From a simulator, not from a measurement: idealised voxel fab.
process module | voxel wiring stack
cross-section cut | 160 nm wide | cells 5 nm
A cross-section is a grid of square cells, given in bands from the top down. A band is one or more rows of cells.
Each band's line starts with the height of the band's top and of its bottom, in nm. Then come its materials from left to right, each with its width in nm. One material with "throughout" fills the band from edge to edge. "air" is empty space.
Height 0 is the level under which the wafer as received is all one material. The lowest band goes on downwards, as in "0 down".
A width such as "30 to 40" changes by the same amount from each row of cells to the next, from the band's top row to its bottom row.
"no change" after a step means that no cell of the cross-section changed.
closed voids: empty space of 8 cells or more with no open way to the top, each as width x height at its distance from the left edge, in nm
after a step's settings: what the simulator itself notes on the step
overlay nm, on a step with a mask: how far to the right of its planned place the mask lay; to the left if negative
plan
1 op RECEIVE | material Si
2 op CONFORMAL_DEP | material SiO2 | thk nm 15
3 op CONFORMAL_DEP | material SiN | thk nm 5
4 op DIRECTIONAL_DEP | material SiO2 | thk nm 25
5 op PATTERN | tone open | mask id METAL_1 | material resist | width nm 25 | pitch nm 45 | thk nm 15 | overlay nm 0
6 op DIRECTIONAL_ETCH | etch materials SiO2 | depth nm 25
7 op DIRECTIONAL_ETCH | etch materials SiN | depth nm 5
8 op STRIP | etch materials resist
9 op CONFORMAL_DEP | material TiN | thk nm 5
10 op FILL_DEP | material Ru | thk nm 10
11 op CMP | height nm 45
12 op CONFORMAL_DEP | material SiCN | thk nm 5
13 op DIRECTIONAL_DEP | material SiO2 | thk nm 30
14 op MASKED_ETCH | tone open | mask id METAL_2 | width nm 25 | pitch nm 45 | etch materials SiO2 | depth nm 20 | overlay nm 0
15 op PATTERN | tone open | mask id METAL_2_HOLES | material resist | width nm 15 | thk nm 20 | overlay nm 0
16 op DIRECTIONAL_ETCH | etch materials SiO2 | depth nm 10
17 op DIRECTIONAL_ETCH | etch materials SiCN | depth nm 5
18 op STRIP | etch materials resist
19 op CONFORMAL_DEP | material TiN | thk nm 5
20 op FILL_DEP | material Cu | thk nm 10
21 op CMP | height nm 80
22 op CONFORMAL_DEP | material SiCN | thk nm 5
23 op DIRECTIONAL_DEP | material lowk | thk nm 10
24 op MASKED_ETCH | tone open | mask id PLUG_2 | width nm 15 | etch materials lowk | depth nm 10 | overlay nm 0
25 op MASKED_ETCH | tone open | mask id PLUG_2 | width nm 15 | etch materials SiCN | depth nm 5 | overlay nm 0
26 op CONFORMAL_DEP | material TiN | thk nm 5
27 op FILL_DEP | material Cu | thk nm 5
28 op CMP | height nm 95
29 op CONFORMAL_DEP | material SiCN | thk nm 5
30 op DIRECTIONAL_DEP | material SiO2 | thk nm 20
31 op MASKED_ETCH | tone open | mask id METAL_3 | width nm 25 | pitch nm 45 | etch materials SiO2 | depth nm 20 | overlay nm 0
32 op MASKED_ETCH | tone open | mask id METAL_3 | width nm 25 | pitch nm 45 | etch materials SiCN | depth nm 5 | overlay nm 0
33 op CONFORMAL_DEP | material TiN | thk nm 5
34 op FILL_DEP | material Cu | thk nm 5
35 op CMP | height nm 120
36 op CONFORMAL_DEP | material SiCN | thk nm 5
as received, after step 1
  0 down: Si throughout
  closed voids: none
first wafer at the end, as planned
  125 to 120: SiCN throughout
  120 to 100: SiO2 45 | TiN 5 | Cu 15 | TiN 5 | SiO2 20 | TiN 5 | Cu 15 | TiN 5 | SiO2 45
  100 to 95: SiCN 45 | TiN 25 | SiCN 20 | TiN 25 | SiCN 45
  95 to 85: lowk 45 | TiN 5 | Cu 5 | TiN 5 | lowk 100
  85 to 80: SiCN 45 | TiN 15 | SiCN 100
  80 to 65: SiO2 45 | TiN 5 | Cu 15 | TiN 5 | SiO2 20 | TiN 5 | Cu 15 | TiN 5 | SiO2 45
  65 to 60: SiO2 45 | TiN 5 | Cu 5 | TiN 15 | SiO2 20 | TiN 25 | SiO2 45
  60 to 50: SiO2 45 | TiN 5 | Cu 5 | TiN 5 | SiO2 100
  50 to 45: SiCN 45 | TiN 15 | SiCN 100
  45 to 20: SiO2 45 | TiN 5 | Ru 15 | TiN 5 | SiO2 20 | TiN 5 | Ru 15 | TiN 5 | SiO2 45
  20 to 15: SiN 45 | TiN 25 | SiN 20 | TiN 25 | SiN 45
  15 to 0: SiO2 throughout
  0 down: Si throughout
  closed voids: none
second wafer at the end: like start, like plan, one mistake
  125 to 120: SiCN throughout
  120 to 100: SiO2 45 | TiN 5 | Cu 15 | TiN 5 | SiO2 20 | TiN 5 | Cu 15 | TiN 5 | SiO2 45
  100 to 95: SiCN 45 | TiN 25 | SiCN 20 | TiN 25 | SiCN 45
  95 to 85: lowk 45 | TiN 5 | SiN 5 | TiN 5 | lowk 100
  85 to 80: SiCN 45 | TiN 15 | SiCN 100
  80 to 65: SiO2 45 | TiN 5 | Cu 15 | TiN 5 | SiO2 20 | TiN 5 | Cu 15 | TiN 5 | SiO2 45
  65 to 60: SiO2 45 | TiN 5 | Cu 5 | TiN 15 | SiO2 20 | TiN 25 | SiO2 45
  60 to 50: SiO2 45 | TiN 5 | Cu 5 | TiN 5 | SiO2 100
  50 to 45: SiCN 45 | TiN 15 | SiCN 100
  45 to 20: SiO2 45 | TiN 5 | Ru 15 | TiN 5 | SiO2 20 | TiN 5 | Ru 15 | TiN 5 | SiO2 45
  20 to 15: SiN 45 | TiN 25 | SiN 20 | TiN 25 | SiN 45
  15 to 0: SiO2 throughout
  0 down: Si throughout
  closed voids: none
what went wrong: step 27 ran as: op FILL_DEP | material SiN | thk nm 5
at the end the second wafer has, in cells: 2 fewer of Cu | 2 more of SiN
